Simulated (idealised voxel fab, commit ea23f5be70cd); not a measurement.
voxel ribs on slabs: a process module
Xsec cut, 270 nm wide, square cell size 5 nm.
A cross-section in this document is a grid of square cells, and it is written down as bands, the top band listed before the ones below it; a band is made up of one or more rows of cells. Each band's line starts with the height of the band's top and of its bottom, in nm. Then come its materials from left to right, each with its width in nm. One material with "full width" fills the band from edge to edge. "blank" is empty space. Below 0: as-received wafer, all one material; heights counted from there. Lowest band: no bottom, goes on down, written "0 -> down". Quick explanation for "30..40": the width changes in equal steps down the rows of cells, from the first number in the band's top row to the second number in its bottom row. Key: "identical to before" - step with no changed cell in the cross-section. Empty spaces without an open route to the top, at least 8 cells in extent, make up the entry "Enclosed void entries"; each is given as width x height at distance, where the distance is measured from the left edge, and all are in nm. On a step's line, text after the settings is the simulator commenting on that step. When a step includes a mask, the "overlay nm" setting on its line states how far to the right of its planned place that mask lay, and negative values state how far to the left.
### These are the steps we planned for the process
1 op RECEIVE | material Si
2 op DIRECTIONAL_DEP | material SiO2 | thk nm 25
3 op DIRECTIONAL_DEP | material polySi | thk nm 25
4 op DIRECTIONAL_DEP | material aC | thk nm 15
5 op PATTERN | tone cover | mask id RIB | material resist | width nm 15 | thk nm 35 | overlay nm 0
6 op DIRECTIONAL_ETCH | etch materials aC | depth nm 15
7 op STRIP | etch materials resist
8 op DIRECTIONAL_ETCH | etch materials polySi | depth nm 15
9 op STRIP | etch materials aC
10 op PATTERN | tone cover | mask id SLAB | material resist | width nm 75 | thk nm 20 | overlay nm 0
11 op DIRECTIONAL_ETCH | etch materials polySi | depth nm 10
12 op STRIP | etch materials resist
13 op FILL_DEP | material SiO2 | thk nm 20
14 op CMP | height nm 60
15 op DIRECTIONAL_DEP | material W | thk nm 5
16 op DIRECTIONAL_DEP | material aC | thk nm 10
17 op PATTERN | tone cover | mask id HEATER | material resist | width nm 25 | thk nm 30 | overlay nm 0
18 op DIRECTIONAL_ETCH | etch materials aC | depth nm 10
19 op STRIP | etch materials resist
20 op DIRECTIONAL_ETCH | etch materials W | depth nm 5
21 op STRIP | etch materials aC
22 op CONFORMAL_DEP | material SiO2 | thk nm 5
### Incoming wafer, cross-sectional view, post step 1
    0 -> down | Si full width
    Enclosed void entries: none
### First of two wafers, end-of-module section, run followed plan
    70 -> 65 | blank 115 nm  SiO2 35 nm  blank 120 nm
    65 -> 60 | SiO2 120 nm  W 25 nm  SiO2 125 nm
    60 -> 50 | SiO2 full width
    50 -> 35 | SiO2 125 nm  polySi 15 nm  SiO2 130 nm
    35 -> 25 | SiO2 95 nm  polySi 75 nm  SiO2 100 nm
    25 -> 0 | SiO2 full width
    0 -> down | Si full width
    Enclosed void entries: none
### Cross-section, second wafer: same start as the first, same plan as the first, one mistake in running it; taken at the end of the module
    70 -> 65 | blank 115 nm  SiO2 35 nm  blank 120 nm
    65 -> 60 | SiO2 120 nm  W 25 nm  SiO2 125 nm
    60 -> 50 | SiO2 full width
    50 -> 25 | polySi full width
    25 -> 0 | SiO2 full width
    0 -> down | Si full width
    Enclosed void entries: none
Run error: so step 4 ended up running with a different setting than we planned, it ran as op DIRECTIONAL_DEP | material SiO2 | thk nm 15
Final tally in cells, some materials are higher or lower on the second wafer than on the first: 231 fewer of SiO2; 231 more of polySi
